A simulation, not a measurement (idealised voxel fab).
Presented below is a process module, voxel self aligned contacts.
We display cut, a cross-section 265 nm in width whose square cells are each 5 nm.
Reading order for cross-sections: top band down to bottom band. Underlying form: a grid of square cells. Band size: one or more rows of cells.
Quick guide to a band line: top height, bottom height (nm) up front; then every material left to right with its width in nm. Only one material and it's marked "full width"? Then it fills the band edge to edge. And "blank" just means empty space.
Heights are measured from 0, the level below which the as-received wafer is all one material; the lowest band has no bottom and continues downward, written as in "0..down".
A width such as "30 to 40" changes by the same amount from each row of cells to the next, from the band's top row to its bottom row.
"no change", as given for a step, is the statement that not any cell of the cross-section underwent a change during that step.
Reported under the label "Closed void entries" are the empty spaces having no open way to the top and comprising 8 cells or more; the notation for each is width x height at distance, in which the distance is measured from the left edge and all three values are in nm.
That trailing text on a step's line, after the settings, is the simulator's own remark on the step.
For masked steps, "overlay nm" on the step line gives how far right of plan the mask actually lay; a minus sign means it lay to the left.
Guide to the pairs. Each holds a before and an after cross-section around one process step; the after cross-section is cut off at the lowest band that changed. Look under the pair for the step between them and its settings. Pairs can come from different runs of this module on the same starting wafer, so a pair follows on from the one above it only where its entry headed "Before the step" says it does.
[Before the step]
- 55..50: SiO2 full width
- 50..30: 85 of SiO2; 50 of SiN; 15 of SiO2; 50 of SiN; 65 of SiO2
- 30..0: 85 of SiO2; 10 of SiN; 30 of polySi; 10 of SiN; 15 of SiO2; 10 of SiN; 30 of polySi; 10 of SiN; 65 of SiO2
- 0..-5: SiO2 full width
- -5..down: Si full width
- Closed void entries: none
[Post-Step Appearance]
- 70..55: aC full width
- Under 55: no change, same as before.
- Closed void entries: none
The structure goes from the before cross-section above to the after cross-section through DIRECTIONAL_DEP: material aC, thk nm 15
Before the step: just use the after drawing of the pair above as your starting point.
[Post-Step Appearance]
- 100..70: 110 of resist; 45 of blank; 110 of resist
- Under 70: no change, same as before.
- Closed void entries: none
The structure goes from the before cross-section above to the after cross-section through PATTERN: tone open, mask id CONTACT, material resist, width nm 45, thk nm 30, overlay nm 0
Before the step: just use the after drawing of the pair above as your starting point.
[Post-Step Appearance]
- 85..70: 110 of resist; 45 of blank; 110 of resist
- 70..55: 110 of aC; 45 of blank; 110 of aC
- Under 55: no change, same as before.
- Closed void entries: none
The structure goes from the before cross-section above to the after cross-section through DIRECTIONAL_ETCH: etch materials aC, depth nm 15
Before the step: just use the after drawing of the pair above as your starting point.
[Post-Step Appearance]
- 70..55: 110 of aC; 45 of blank; 110 of aC
- Under 55: no change, same as before.
- Closed void entries: none
The structure goes from the before cross-section above to the after cross-section through STRIP: etch materials resist
Before the step: just use the after drawing of the pair above as your starting point.
[Post-Step Appearance]
- 70..55: 110 of aC; 45 of blank; 110 of aC
- 55..50: 110 of SiO2; 45 of blank; 110 of SiO2
- 50..30: 85 of SiO2; 50 of SiN; 15 of blank; 50 of SiN; 65 of SiO2
- 30..0: 85 of SiO2; 10 of SiN; 30 of polySi; 10 of SiN; 15 of blank; 10 of SiN; 30 of polySi; 10 of SiN; 65 of SiO2
- 0..-5: 135 of SiO2; 15 of blank; 115 of SiO2
- Under -5: no change, same as before.
- Closed void entries: none
The structure goes from the before cross-section above to the after cross-section through DIRECTIONAL_ETCH: etch materials SiO2, depth nm 60
Before the step: just use the after drawing of the pair above as your starting point.
[Post-Step Appearance]
- 55..50: 110 of SiO2; 45 of blank; 110 of SiO2
- Under 50: no change, same as before.
- Closed void entries: none
The structure goes from the before cross-section above to the after cross-section through STRIP: etch materials aC
Before the step: just use the after drawing of the pair above as your starting point.
[Post-Step Appearance]
- 60..55: 115 of TiN; 35 of blank; 115 of TiN
- 55..50: 110 of SiO2; 30 of TiN; 5 of blank; 10 of TiN; 110 of SiO2
- 50..30: 85 of SiO2; 50 of SiN; 5 of TiN; 5 of blank; 5 of TiN; 50 of SiN; 65 of SiO2
- 30..0: 85 of SiO2; 10 of SiN; 30 of polySi; 10 of SiN; 5 of TiN; 5 of blank; 5 of TiN; 10 of SiN; 30 of polySi; 10 of SiN; 65 of SiO2
- 0..-5: 135 of SiO2; 15 of TiN; 115 of SiO2
- Under -5: no change, same as before.
- Closed void entries: none
The structure goes from the before cross-section above to the after cross-section through CONFORMAL_DEP: material TiN, thk nm 5
Before the step: just use the after drawing of the pair above as your starting point.
[Post-Step Appearance]
- 70..60: Ru full width
- 60..55: 115 of TiN; 35 of Ru; 115 of TiN
- 55..50: 110 of SiO2; 30 of TiN; 5 of Ru; 10 of TiN; 110 of SiO2
- 50..30: 85 of SiO2; 50 of SiN; 5 of TiN; 5 of Ru; 5 of TiN; 50 of SiN; 65 of SiO2
- 30..0: 85 of SiO2; 10 of SiN; 30 of polySi; 10 of SiN; 5 of TiN; 5 of Ru; 5 of TiN; 10 of SiN; 30 of polySi; 10 of SiN; 65 of SiO2
- Under 0: no change, same as before.
- Closed void entries: none
The structure goes from the before cross-section above to the after cross-section through FILL_DEP: material Ru, thk nm 10
Before the step: just use the after drawing of the pair above as your starting point.
[Post-Step Appearance]
- 55..50: 110 of SiO2; 30 of TiN; 5 of Ru; 10 of TiN; 110 of SiO2
- Under 50: no change, same as before.
- Closed void entries: none
The structure goes from the before cross-section above to the after cross-section through CMP: height nm 55
Before the step: just use the after drawing of the pair above as your starting point.
[Post-Step Appearance]
- 60..55: SiN full width
- Under 55: no change, same as before.
- Closed void entries: none
The structure goes from the before cross-section above to the after cross-section through CONFORMAL_DEP: material SiN, thk nm 5
[Before the step]
- 55..50: 110 of SiO2; 45 of blank; 110 of SiO2
- 50..30: 75 of SiO2; 50 of SiN; 15 of blank; 50 of SiN; 75 of SiO2
- 30..0: 75 of SiO2; 10 of SiN; 30 of polySi; 10 of SiN; 15 of blank; 10 of SiN; 30 of polySi; 10 of SiN; 75 of SiO2
- 0..-5: 125 of SiO2; 15 of blank; 125 of SiO2
- -5..down: Si full width
- Closed void entries: none
[Post-Step Appearance]
- 60..55: 115 of aC; 35 of blank; 115 of aC
- 55..50: 110 of SiO2; 20 of aC; 5 of blank; 20 of aC; 110 of SiO2
- 50..30: 75 of SiO2; 50 of SiN; 5 of aC; 5 of blank; 5 of aC; 50 of SiN; 75 of SiO2
- 30..0: 75 of SiO2; 10 of SiN; 30 of polySi; 10 of SiN; 5 of aC; 5 of blank; 5 of aC; 10 of SiN; 30 of polySi; 10 of SiN; 75 of SiO2
- 0..-5: 125 of SiO2; 15 of aC; 125 of SiO2
- Under -5: no change, same as before.
- Closed void entries: none
The structure goes from the before cross-section above to the after cross-section through CONFORMAL_DEP: material aC, thk nm 5
Before the step: just use the after drawing of the pair above as your starting point.
[Post-Step Appearance]
- 70..60: Ru full width
- 60..55: 115 of aC; 35 of Ru; 115 of aC
- 55..50: 110 of SiO2; 20 of aC; 5 of Ru; 20 of aC; 110 of SiO2
- 50..30: 75 of SiO2; 50 of SiN; 5 of aC; 5 of Ru; 5 of aC; 50 of SiN; 75 of SiO2
- 30..0: 75 of SiO2; 10 of SiN; 30 of polySi; 10 of SiN; 5 of aC; 5 of Ru; 5 of aC; 10 of SiN; 30 of polySi; 10 of SiN; 75 of SiO2
- Under 0: no change, same as before.
- Closed void entries: none
The structure goes from the before cross-section above to the after cross-section through FILL_DEP: material Ru, thk nm 10
Before the step: just use the after drawing of the pair above as your starting point.
[Post-Step Appearance]
- 55..50: 110 of SiO2; 20 of aC; 5 of Ru; 20 of aC; 110 of SiO2
- Under 50: no change, same as before.
- Closed void entries: none
The structure goes from the before cross-section above to the after cross-section through CMP: height nm 55
Before the step: just use the after drawing of the pair above as your starting point.
[Post-Step Appearance]
- 60..55: SiN full width
- Under 55: no change, same as before.
- Closed void entries: none
The structure goes from the before cross-section above to the after cross-section through CONFORMAL_DEP: material SiN, thk nm 5
[Before the step]
- 50..30: SiN full width
- 30..0: polySi full width
- 0..-5: SiO2 full width
- -5..down: Si full width
- Closed void entries: none
[Post-Step Appearance]
- 70..50: 85 of resist; 30 of blank; 35 of resist; 30 of blank; 85 of resist
- Under 50: no change, same as before.
- Closed void entries: none
The structure goes from the before cross-section above to the after cross-section through PATTERN: tone open, mask id GATE, material resist, width nm 30, pitch nm 65, thk nm 20, overlay nm 0
Before the step: just use the after drawing of the pair above as your starting point.
[Post-Step Appearance]
- 70..50: 85 of resist; 30 of blank; 35 of resist; 30 of blank; 85 of resist
- 50..30: 85 of SiN; 30 of blank; 35 of SiN; 30 of blank; 85 of SiN
- Under 30: no change, same as before.
- Closed void entries: none
The structure goes from the before cross-section above to the after cross-section through DIRECTIONAL_ETCH: etch materials SiN, depth nm 20
Before the step: just use the after drawing of the pair above as your starting point.
[Post-Step Appearance]
- 70..50: 85 of resist; 30 of blank; 35 of resist; 30 of blank; 85 of resist
- 50..30: 85 of SiN; 30 of blank; 35 of SiN; 30 of blank; 85 of SiN
- 30..0: 85 of polySi; 30 of blank; 35 of polySi; 30 of blank; 85 of polySi
- Under 0: no change, same as before.
- Closed void entries: none
The structure goes from the before cross-section above to the after cross-section through DIRECTIONAL_ETCH: etch materials polySi, depth nm 30
Before the step: just use the after drawing of the pair above as your starting point.
[Post-Step Appearance]
- 50..30: 85 of SiN; 30 of blank; 35 of SiN; 30 of blank; 85 of SiN
- Under 30: no change, same as before.
- Closed void entries: none
The structure goes from the before cross-section above to the after cross-section through STRIP: etch materials resist
Before the step: just use the after drawing of the pair above as your starting point.
[Post-Step Appearance]
- 60..30: 95 of SiN; 10 of blank; 55 of SiN; 10 of blank; 95 of SiN
- 30..10: 85 of polySi; 10 of SiN; 10 of blank; 10 of SiN; 35 of polySi; 10 of SiN; 10 of blank; 10 of SiN; 85 of polySi
- 10..0: 85 of polySi; 30 of SiN; 35 of polySi; 30 of SiN; 85 of polySi
- Under 0: no change, same as before.
- Closed void entries: none
The structure goes from the before cross-section above to the after cross-section through CONFORMAL_DEP: material SiN, thk nm 10
Before the step: just use the after drawing of the pair above as your starting point.
[Post-Step Appearance]
- 50..30: 95 of SiN; 10 of blank; 55 of SiN; 10 of blank; 95 of SiN
- 30..0: 85 of polySi; 10 of SiN; 10 of blank; 10 of SiN; 35 of polySi; 10 of SiN; 10 of blank; 10 of SiN; 85 of polySi
- Under 0: no change, same as before.
- Closed void entries: none
The structure goes from the before cross-section above to the after cross-section through DIRECTIONAL_ETCH: etch materials SiN, depth nm 10
Before the step: just use the after drawing of the pair above as your starting point.
[Post-Step Appearance]
- 65..50: SiO2 full width
- 50..30: 95 of SiN; 10 of SiO2; 55 of SiN; 10 of SiO2; 95 of SiN
- 30..0: 85 of polySi; 10 of SiN; 10 of SiO2; 10 of SiN; 35 of polySi; 10 of SiN; 10 of SiO2; 10 of SiN; 85 of polySi
- Under 0: no change, same as before.
- Closed void entries: none
The structure goes from the before cross-section above to the after cross-section through FILL_DEP: material SiO2, thk nm 15
Before the step: just use the after drawing of the pair above as your starting point.
[Post-Step Appearance]
- 55..50: SiO2 full width
- Under 50: no change, same as before.
- Closed void entries: none
The structure goes from the before cross-section above to the after cross-section through CMP: height nm 55
Before the step: just use the after drawing of the pair above as your starting point.
[Post-Step Appearance]
- 70..55: aC full width
- Under 55: no change, same as before.
- Closed void entries: none
The structure goes from the before cross-section above to the after cross-section through DIRECTIONAL_DEP: material aC, thk nm 15
Before the step: just use the after drawing of the pair above as your starting point.
[Post-Step Appearance]
- 100..70: 110 of resist; 45 of blank; 110 of resist
- Under 70: no change, same as before.
- Closed void entries: none
The structure goes from the before cross-section above to the after cross-section through PATTERN: tone open, mask id CONTACT, material resist, width nm 45, thk nm 30, overlay nm 0
Before the step: just use the after drawing of the pair above as your starting point.
[Post-Step Appearance]
- 85..70: 110 of resist; 45 of blank; 110 of resist
- 70..55: 110 of aC; 45 of blank; 110 of aC
- Under 55: no change, same as before.
- Closed void entries: none
The structure goes from the before cross-section above to the after cross-section through DIRECTIONAL_ETCH: etch materials aC, depth nm 15
Before the step: just use the after drawing of the pair above as your starting point.
[Post-Step Appearance]
- 70..55: 110 of aC; 45 of blank; 110 of aC
- Under 55: no change, same as before.
- Closed void entries: none
The structure goes from the before cross-section above to the after cross-section through STRIP: etch materials resist
Before the step: just use the after drawing of the pair above as your starting point.
[Post-Step Appearance]
- 70..55: 110 of aC; 45 of blank; 110 of aC
- 55..50: 110 of SiO2; 45 of blank; 110 of SiO2
- Under 50: no change, same as before.
- Closed void entries: none
The structure goes from the before cross-section above to the after cross-section through DIRECTIONAL_ETCH: etch materials SiO2, depth nm 60
Before the step: just use the after drawing of the pair above as your starting point.
[Post-Step Appearance]
- 55..50: 110 of SiO2; 45 of blank; 110 of SiO2
- Under 50: no change, same as before.
- Closed void entries: none
The structure goes from the before cross-section above to the after cross-section through STRIP: etch materials aC
Before the step: just use the after drawing of the pair above as your starting point.
[Post-Step Appearance]
- 60..55: 115 of TiN; 35 of blank; 115 of TiN
- 55..50: 110 of SiO2; 45 of TiN; 110 of SiO2
- Under 50: no change, same as before.
- Closed void entries: none
The structure goes from the before cross-section above to the after cross-section through CONFORMAL_DEP: material TiN, thk nm 5
Before the step: just use the after drawing of the pair above as your starting point.
[Post-Step Appearance]
- 70..60: Ru full width
- 60..55: 115 of TiN; 35 of Ru; 115 of TiN
- Under 55: no change, same as before.
- Closed void entries: none
The structure goes from the before cross-section above to the after cross-section through FILL_DEP: material Ru, thk nm 10
Before the step: just use the after drawing of the pair above as your starting point.
[Post-Step Appearance]
- 55..50: 110 of SiO2; 45 of TiN; 110 of SiO2
- Under 50: no change, same as before.
- Closed void entries: none
The structure goes from the before cross-section above to the after cross-section through CMP: height nm 55
Before the step: just use the after drawing of the pair above as your starting point.
[Post-Step Appearance]
- 60..55: SiN full width
- Under 55: no change, same as before.
- Closed void entries: none
The structure goes from the before cross-section above to the after cross-section through CONFORMAL_DEP: material SiN, thk nm 5
